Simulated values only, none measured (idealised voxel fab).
process module | voxel quadruple lines
cross-section cut | 300 nm wide | cells 5 nm
A cross-section is a grid of square cells, given in bands from the top down. A band is one or more rows of cells.
Each band's line starts with the height of the band's top and of its bottom, in nm. Then come its materials from left to right, each with its width in nm. One material with "throughout" fills the band from edge to edge. "air" is empty space.
Height 0 is the level under which the wafer as received is all one material. The lowest band goes on downwards, as in "0 down".
A width such as "30 to 40" changes by the same amount from each row of cells to the next, from the band's top row to its bottom row.
"no change" after a step means that no cell of the cross-section changed.
closed voids: empty space of 8 cells or more with no open way to the top, each as width x height at its distance from the left edge, in nm
after a step's settings: what the simulator itself notes on the step
overlay nm, on a step with a mask: how far to the right of its planned place the mask lay; to the left if negative
plan
1 op RECEIVE | material Si
2 op CONFORMAL_DEP | material Al2O3 | thk nm 5
3 op DIRECTIONAL_DEP | material TiN | thk nm 10
4 op DIRECTIONAL_DEP | material polySi | thk nm 15
5 op DIRECTIONAL_DEP | material aC | thk nm 25
6 op PATTERN | tone cover | mask id MANDREL | material resist | width nm 35 | pitch nm 100 | thk nm 30 | overlay nm -15
7 op DIRECTIONAL_ETCH | etch materials aC | depth nm 25
8 op STRIP | etch materials resist
9 op CONFORMAL_DEP | material SiO2 | thk nm 15
10 op DIRECTIONAL_ETCH | etch materials SiO2 | depth nm 15
11 op STRIP | etch materials aC
12 op DIRECTIONAL_ETCH | etch materials polySi | depth nm 15
13 op STRIP | etch materials SiO2
14 op CONFORMAL_DEP | material SiCN | thk nm 10
15 op DIRECTIONAL_ETCH | etch materials SiCN | depth nm 10
16 op STRIP | etch materials polySi
17 op DIRECTIONAL_ETCH | etch materials TiN | depth nm 10
18 op STRIP | etch materials SiCN
varied across the wafers: overlay nm of step 6. The plan shows the first wafer's value. All wafers start alike
first wafer as received, after step 1
  0 down: Si throughout
  closed voids: none
each wafer at the end: cells of each material gained (+) or lost (-) since it was received, then its closed voids
overlay nm -15 | +60 Al2O3 | +32 TiN | closed voids: none
overlay nm -10 | +60 Al2O3 | +32 TiN | closed voids: none
overlay nm -5 | +60 Al2O3 | +32 TiN | closed voids: none
overlay nm 0 | +60 Al2O3 | +32 TiN | closed voids: none
overlay nm 5 | +60 Al2O3 | +32 TiN | closed voids: none
overlay nm 10 | +60 Al2O3 | +32 TiN | closed voids: none
overlay nm 15 | +60 Al2O3 | +32 TiN | closed voids: none
